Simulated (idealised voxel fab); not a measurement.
Title: Process Module voxel transistor to metal
Xsec cut, 195 nm wide, square cell size 5 nm.
Just so we're on the same page, the cross-sections are grids of square cells, and they're listed out in bands top to bottom, each band one or more rows deep. Look at the band entry: it leads with the top's height and the bottom's height in nm. Then it lists the materials left to right, with a width in nm for each. The word "full width" on a single material says that material fills the band edge to edge. The word "blank" is empty space. Heads up on the height convention: 0 is the point under which the incoming wafer is all one material, and the lowest band has no bottom, it just keeps going down, like "0..down". Note: "30 to 40" means the width goes from the first number (top row of the band) to the second number (bottom row) in equal steps per row of cells. Reading "left unchanged" for a step: not a cell of the cross-section changed in it. "Closed void catalog": empty spaces of 8 cells or more with no open way to the top, each given as width x height at distance, distance from the left edge, all in nm. What comes after the settings on a step's line is commentary from the simulator itself on that step. overlay nm: for a step with a mask, the amount by which the mask lay right of where it was planned; a negative amount means left of it.
Process steps - plan
1. RECEIVE | material Si
2. CONFORMAL_DEP | material SiO2 | thk nm 5
3. CONFORMAL_DEP | material SiN | thk nm 15
4. PATTERN | tone cover | mask id ACTIVE | material resist | width nm 115 | thk nm 15 | overlay nm 0
5. DIRECTIONAL_ETCH | etch materials SiN | depth nm 15
6. DIRECTIONAL_ETCH | etch materials SiO2 | depth nm 5
7. DIRECTIONAL_ETCH | etch materials Si | depth nm 35
8. STRIP | etch materials resist
9. OXIDIZE | depth nm 5
10. FILL_DEP | material SiO2 | thk nm 5
11. CMP | height nm 20
12. SELECTIVE_ETCH | etch materials SiO2 | depth nm 10
13. STRIP | etch materials SiN
14. SELECTIVE_ETCH | etch materials SiO2 | depth nm 5
15. OXIDIZE | depth nm 5
16. DIRECTIONAL_DEP | material polySi | thk nm 30
17. DIRECTIONAL_DEP | material SiCN | thk nm 15
18. PATTERN | tone cover | mask id GATE | material resist | width nm 35 | thk nm 15 | overlay nm 0
19. DIRECTIONAL_ETCH | etch materials SiCN | depth nm 25
20. DIRECTIONAL_ETCH | etch materials polySi | depth nm 40
21. STRIP | etch materials resist
22. CONFORMAL_DEP | material SiN | thk nm 5
23. DIRECTIONAL_ETCH | etch materials SiN | depth nm 5
24. DIRECTIONAL_ETCH | etch materials SiO2 | depth nm 5
25. DIRECTIONAL_ETCH | etch materials Si | depth nm 15
26. EPI | material nSi | thk nm 20
27. FILL_DEP | material SiO2 | thk nm 5
28. CMP | height nm 30
29. STRIP | etch materials polySi
30. SELECTIVE_ETCH | etch materials SiO2 | depth nm 5
31. CONFORMAL_DEP | material HfO2 | thk nm 5
32. CONFORMAL_DEP | material TiN | thk nm 5
33. FILL_DEP | material W | thk nm 10
34. CMP | height nm 25
35. DIRECTIONAL_DEP | material SiO2 | thk nm 15
36. DIRECTIONAL_DEP | material aC | thk nm 15
37. PATTERN | tone open | mask id CONTACT | material resist | width nm 15 | pitch nm 90 | thk nm 35 | overlay nm 0
38. DIRECTIONAL_ETCH | etch materials aC | depth nm 15
39. STRIP | etch materials resist
40. DIRECTIONAL_ETCH | etch materials SiO2 | depth nm 40
41. STRIP | etch materials aC
42. CONFORMAL_DEP | material TiN | thk nm 5
43. FILL_DEP | material W | thk nm 5
44. CMP | height nm 40
45. CONFORMAL_DEP | material SiCN | thk nm 5
46. DIRECTIONAL_DEP | material SiO2 | thk nm 20
47. PATTERN | tone open | mask id METAL_1 | material resist | width nm 15 | pitch nm 90 | thk nm 20 | overlay nm 0
48. DIRECTIONAL_ETCH | etch materials SiO2 | depth nm 20
49. DIRECTIONAL_ETCH | etch materials SiCN | depth nm 5
50. STRIP | etch materials resist
51. CONFORMAL_DEP | material TiN | thk nm 5
52. FILL_DEP | material Cu | thk nm 10
53. CMP | height nm 65
54. EPI | material Ru | thk nm 5
55. FILL_DEP | material SiCN | thk nm 5
56. DIRECTIONAL_DEP | material SiO2 | thk nm 25
57. PATTERN | tone open | mask id METAL_2 | material resist | width nm 15 | pitch nm 90 | thk nm 20 | overlay nm 0
58. DIRECTIONAL_ETCH | etch materials SiO2 | depth nm 15
59. STRIP | etch materials resist
60. MASKED_ETCH | tone open | mask id METAL_2_HOLES | width nm 15 | pitch nm 90 | etch materials SiO2 | depth nm 10 | overlay nm 0
61. MASKED_ETCH | tone open | mask id METAL_2_HOLES | width nm 15 | pitch nm 90 | etch materials SiCN | depth nm 5 | overlay nm 0
62. CONFORMAL_DEP | material TiN | thk nm 5
63. FILL_DEP | material Cu | thk nm 10
64. CMP | height nm 100
65. CONFORMAL_DEP | material SiN | thk nm 5
Cross-section of the wafer upon arrival, representing the state reached after step 1
	0..down  Si full width
	Closed void catalog: none
Wafer cross-section at module end: first of two, run to plan
	105..100  SiN full width
	100..75  SiO2 (45) / TiN (5) / Cu (5) / TiN (5) / SiO2 (75) / TiN (5) / Cu (5) / TiN (5) / SiO2 (45)
	75..70  SiCN (45) / TiN (15) / SiCN (75) / TiN (15) / SiCN (45)
	70..65  SiCN (40) / Ru (25) / SiCN (65) / Ru (25) / SiCN (40)
	65..45  SiO2 (45) / TiN (5) / Cu (5) / TiN (5) / SiO2 (75) / TiN (5) / Cu (5) / TiN (5) / SiO2 (45)
	45..40  SiCN (45) / TiN (15) / SiCN (75) / TiN (15) / SiCN (45)
	40..25  SiO2 (45) / TiN (5) / W (5) / TiN (5) / SiO2 (75) / TiN (5) / W (5) / TiN (5) / SiO2 (45)
	25..20  SiO2 (45) / TiN (5) / W (5) / TiN (5) / SiO2 (15) / SiN (5) / HfO2 (5) / TiN (5) / W (15) / TiN (5) / HfO2 (5) / SiN (5) / SiO2 (15) / TiN (5) / W (5) / TiN (5) / SiO2 (45)
	20..15  SiO2 (45) / TiN (15) / SiO2 (15) / SiN (5) / HfO2 (5) / TiN (5) / W (15) / TiN (5) / HfO2 (5) / SiN (5) / SiO2 (15) / TiN (15) / SiO2 (45)
	15..5  SiO2 (45) / TiN (10) / nSi (20) / SiN (5) / HfO2 (5) / TiN (5) / W (15) / TiN (5) / HfO2 (5) / SiN (5) / nSi (20) / TiN (10) / SiO2 (45)
	5..0  SiO2 (35) / SiN (5) / SiO2 (5) / TiN (10) / nSi (20) / SiN (5) / HfO2 (5) / TiN (25) / HfO2 (5) / SiN (5) / nSi (20) / TiN (10) / SiO2 (5) / SiN (5) / SiO2 (35)
	0..-5  SiO2 (40) / nSi (35) / HfO2 (45) / nSi (35) / SiO2 (40)
	-5..-20  SiO2 (45) / nSi (30) / Si (45) / nSi (30) / SiO2 (45)
	-20..-40  SiO2 (45) / Si (105) / SiO2 (45)
	-40..down  Si full width
	Closed void catalog: none
Second wafer cross-section at end of module - shared start and plan with the first, one mistake in the run
	105..100  SiN full width
	100..90  SiO2 (45) / TiN (5) / Cu (5) / TiN (5) / SiO2 (75) / TiN (5) / Cu (5) / TiN (5) / SiO2 (45)
	90..85  SiCN (45) / TiN (15) / SiCN (75) / TiN (15) / SiCN (45)
	85..80  Ru full width
	80..70  Cu full width
	70..65  TiN (50) / Cu (5) / TiN (85) / Cu (5) / TiN (50)
	65..45  SiO2 (45) / TiN (5) / Cu (5) / TiN (5) / SiO2 (75) / TiN (5) / Cu (5) / TiN (5) / SiO2 (45)
	45..40  SiCN (45) / TiN (15) / SiCN (75) / TiN (15) / SiCN (45)
	40..25  SiO2 (45) / TiN (5) / W (5) / TiN (5) / SiO2 (75) / TiN (5) / W (5) / TiN (5) / SiO2 (45)
	25..20  SiO2 (45) / TiN (5) / W (5) / TiN (5) / SiO2 (15) / SiN (5) / HfO2 (5) / TiN (5) / W (15) / TiN (5) / HfO2 (5) / SiN (5) / SiO2 (15) / TiN (5) / W (5) / TiN (5) / SiO2 (45)
	20..15  SiO2 (45) / TiN (15) / SiO2 (15) / SiN (5) / HfO2 (5) / TiN (5) / W (15) / TiN (5) / HfO2 (5) / SiN (5) / SiO2 (15) / TiN (15) / SiO2 (45)
	15..5  SiO2 (45) / TiN (10) / nSi (20) / SiN (5) / HfO2 (5) / TiN (5) / W (15) / TiN (5) / HfO2 (5) / SiN (5) / nSi (20) / TiN (10) / SiO2 (45)
	5..0  SiO2 (35) / SiN (5) / SiO2 (5) / TiN (10) / nSi (20) / SiN (5) / HfO2 (5) / TiN (25) / HfO2 (5) / SiN (5) / nSi (20) / TiN (10) / SiO2 (5) / SiN (5) / SiO2 (35)
	0..-5  SiO2 (40) / nSi (35) / HfO2 (45) / nSi (35) / SiO2 (40)
	-5..-20  SiO2 (45) / nSi (30) / Si (45) / nSi (30) / SiO2 (45)
	-20..-40  SiO2 (45) / Si (105) / SiO2 (45)
	-40..down  Si full width
	Closed void catalog: none
So what did we get wrong on this run? step 53 of the plan was bypassed and not carried out
It is noted that, at the conclusion of processing, the second wafer exhibits a higher or lower cell count for certain materials relative to the first: Cu +74, Ru +29, SiCN -29, SiO2 -99, TiN +25
